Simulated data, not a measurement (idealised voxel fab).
Documented hereafter: the process module known as voxel self aligned contacts.
It is cross-section cut that appears here, measuring 185 nm in width, its square cells being 5 nm in size.
Think of the cross-section as a grid of square cells. We describe it in bands, top to bottom, and each band covers one or more rows of those cells.
What a band's entry tells you: where the top is and where the bottom is, as heights in nm, and after that what lies inside, material by material from left to right, each with its width in nm. Empty space is written as the word "empty", and a single material marked with the word "full width" occupies the band from edge to edge.
Height reference: 0 = level under which incoming wafer is all one material. Lowest band: no bottom, runs on downward, e.g. "0..down".
The width entry "30->40" should be interpreted row by row: the top row of cells in the band takes the first number, the bottom row takes the second number, and the change between adjacent rows is uniform throughout.
You'll sometimes find "nothing altered" written for a step, and that's the way of saying that nowhere in the cross-section did a cell change during that step.
If an empty space has no open way to the top and is at least 8 cells in size, "Listed closed voids" lists it, written width x height at distance, where distance is measured from the left edge and every value is in nm.
Read whatever lies past the settings on a step's line as the simulator's own remark about the step.
The "overlay nm" setting may appear on a step's line; for a step that uses a mask, it gives how far to the right of its planned position the mask lay, and a negative value indicates the left.

Here's what the planned process steps look like
- 1: RECEIVE (material Si)
- 2: CONFORMAL_DEP (material SiO2; thk nm 5)
- 3: DIRECTIONAL_DEP (material polySi; thk nm 25)
- 4: DIRECTIONAL_DEP (material SiN; thk nm 25)
- 5: DIRECTIONAL_DEP (material aC; thk nm 15)
- 6: PATTERN (tone cover; mask id GATE; material resist; width nm 30; pitch nm 75; thk nm 30; overlay nm 0)
- 7: DIRECTIONAL_ETCH (etch materials aC; depth nm 15)
- 8: STRIP (etch materials resist)
- 9: DIRECTIONAL_ETCH (etch materials SiN; depth nm 25)
- 10: DIRECTIONAL_ETCH (etch materials polySi; depth nm 25)
- 11: STRIP (etch materials aC)
- 12: CONFORMAL_DEP (material SiN; thk nm 10)
- 13: DIRECTIONAL_ETCH (etch materials SiN; depth nm 10)
- 14: FILL_DEP (material SiO2; thk nm 15)
- 15: CMP (height nm 60)
- 16: MASKED_ETCH (tone open; mask id CONTACT; width nm 45; etch materials SiO2; depth nm 60; overlay nm 0)
- 17: CONFORMAL_DEP (material TiN; thk nm 5)
- 18: FILL_DEP (material Ru; thk nm 10)
- 19: CMP (height nm 60)
- 20: CONFORMAL_DEP (material SiCN; thk nm 5)
Across this set of wafers, the varied parameter is the width nm of step 16. Starting conditions are identical for every wafer, and the plan reports the value assigned to the first wafer.

First wafer as received, after step 1
  0..down | Si full width
  Listed closed voids: none

The following table contains a row per wafer, in which are reported, at the conclusion of the module, the cells of each material gained (+) or lost (-) since the wafer's receipt, with its closed voids given thereafter
width nm 45, +33 Ru, +37 SiCN, +140 SiN, +180 SiO2, +31 TiN, +60 polySi, Listed closed voids: none
width nm 50, +33 Ru, +37 SiCN, +140 SiN, +179 SiO2, +32 TiN, +60 polySi, Listed closed voids: none
width nm 55, +33 Ru, +37 SiCN, +140 SiN, +178 SiO2, +33 TiN, +60 polySi, Listed closed voids: none
width nm 60, +33 Ru, +37 SiCN, +140 SiN, +177 SiO2, +34 TiN, +60 polySi, Listed closed voids: none
width nm 65, +33 Ru, +37 SiCN, +140 SiN, +176 SiO2, +35 TiN, +60 polySi, Listed closed voids: none
width nm 70, +33 Ru, +37 SiCN, +140 SiN, +175 SiO2, +36 TiN, +60 polySi, Listed closed voids: none
